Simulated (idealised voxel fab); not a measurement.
Process module in this document: voxel wiring stack
Displayed cross-section: cut, width of 280 nm, square cells sized 5 nm.
In what follows, cross-sections appear as grids of square cells, described through bands that run from the top down, where every band is one or more rows of cells.
In this notation a band is specified by the heights of its top and bottom, in that order and in nm, after which its materials appear from left to right, each paired with its width in nm. The word "full width" attached to a single material means that material fills the band from edge to edge; the word "blank" stands for empty space.
Heights are measured from 0, the level below which the as-received wafer is all one material; the lowest band has no bottom and continues downward, written as in "0 down".
The expression "30->40" gives the width at the extremes of the band, the first number at its top row of cells and the second at its bottom row, with the width changing by equal amounts from each row to the next in between.
Given "nothing changed" for a step, no cell of the cross-section differs between before and after that step.
Basically, "Enclosed void listing" tells you about the enclosed voids: empty spaces with no open way to the top, 8 cells or bigger, each written width x height at distance, where distance is from the left edge, all in nm.
Whatever follows a step's settings on its line is a remark the simulator itself makes about that step.
overlay nm: for a step with a mask, the amount by which the mask lay right of where it was planned; a negative amount means left of it.

This section lists the process steps that were planned:
1 RECEIVE with material Si
2 CONFORMAL_DEP with material SiO2, thk nm 10
3 DIRECTIONAL_DEP with material TiN, thk nm 5
4 DIRECTIONAL_DEP with material W, thk nm 15
5 PATTERN with tone cover, mask id METAL_1, material resist, width nm 30, pitch nm 55, thk nm 15, overlay nm 0
6 DIRECTIONAL_ETCH with etch materials W, depth nm 15
7 DIRECTIONAL_ETCH with etch materials TiN, depth nm 5
8 STRIP with etch materials resist
9 FILL_DEP with material SiO2, thk nm 10
10 CMP with height nm 30
11 CONFORMAL_DEP with material SiCN, thk nm 5
12 DIRECTIONAL_DEP with material lowk, thk nm 20
13 PATTERN with tone open, mask id PLUG_1, material resist, width nm 15, pitch nm 55, thk nm 15, overlay nm 0
14 DIRECTIONAL_ETCH with etch materials lowk, depth nm 20
15 DIRECTIONAL_ETCH with etch materials SiCN, depth nm 5
16 STRIP with etch materials resist
17 CONFORMAL_DEP with material TiN, thk nm 5
18 FILL_DEP with material Ru, thk nm 5
19 CMP with height nm 55
20 DIRECTIONAL_DEP with material TiN, thk nm 5
21 DIRECTIONAL_DEP with material Ru, thk nm 5
22 PATTERN with tone cover, mask id METAL_2, material resist, width nm 30, pitch nm 55, thk nm 20, overlay nm 0
23 DIRECTIONAL_ETCH with etch materials Ru, depth nm 15
24 DIRECTIONAL_ETCH with etch materials TiN, depth nm 5
25 STRIP with etch materials resist
26 CONFORMAL_DEP with material SiCN, thk nm 5
27 FILL_DEP with material SiO2, thk nm 5
28 CMP with height nm 75
29 CONFORMAL_DEP with material SiN, thk nm 5
Don't read the plan's thk nm for step 21 as applying to every wafer: that's the first wafer's value, and the wafers differ in it, though they all start identical.

First of several wafers, received after step 1, in cross-section:
0 down | Si full width
Enclosed void listing: none

Gained (+) or lost (-) cells of each material since receipt, then closed voids: one row per wafer, at the end of the module:
thk nm 5, +20 Ru, +114 SiCN, +56 SiN, +424 SiO2, +46 TiN, +36 W, +200 lowk, Enclosed void listing: none
thk nm 10, +32 Ru, +118 SiCN, +56 SiN, +408 SiO2, +46 TiN, +36 W, +200 lowk, Enclosed void listing: none
thk nm 15, +44 Ru, +106 SiCN, +56 SiN, +408 SiO2, +46 TiN, +36 W, +200 lowk, Enclosed void listing: none
thk nm 20, +88 Ru, +98 SiCN, +56 SiN, +328 SiO2, +90 TiN, +36 W, +200 lowk, Enclosed void listing: none
thk nm 25, +132 Ru, +94 SiCN, +56 SiN, +288 SiO2, +90 TiN, +36 W, +200 lowk, Enclosed void listing: none
thk nm 30, +176 Ru, +50 SiCN, +56 SiN, +288 SiO2, +90 TiN, +36 W, +200 lowk, Enclosed void listing: none
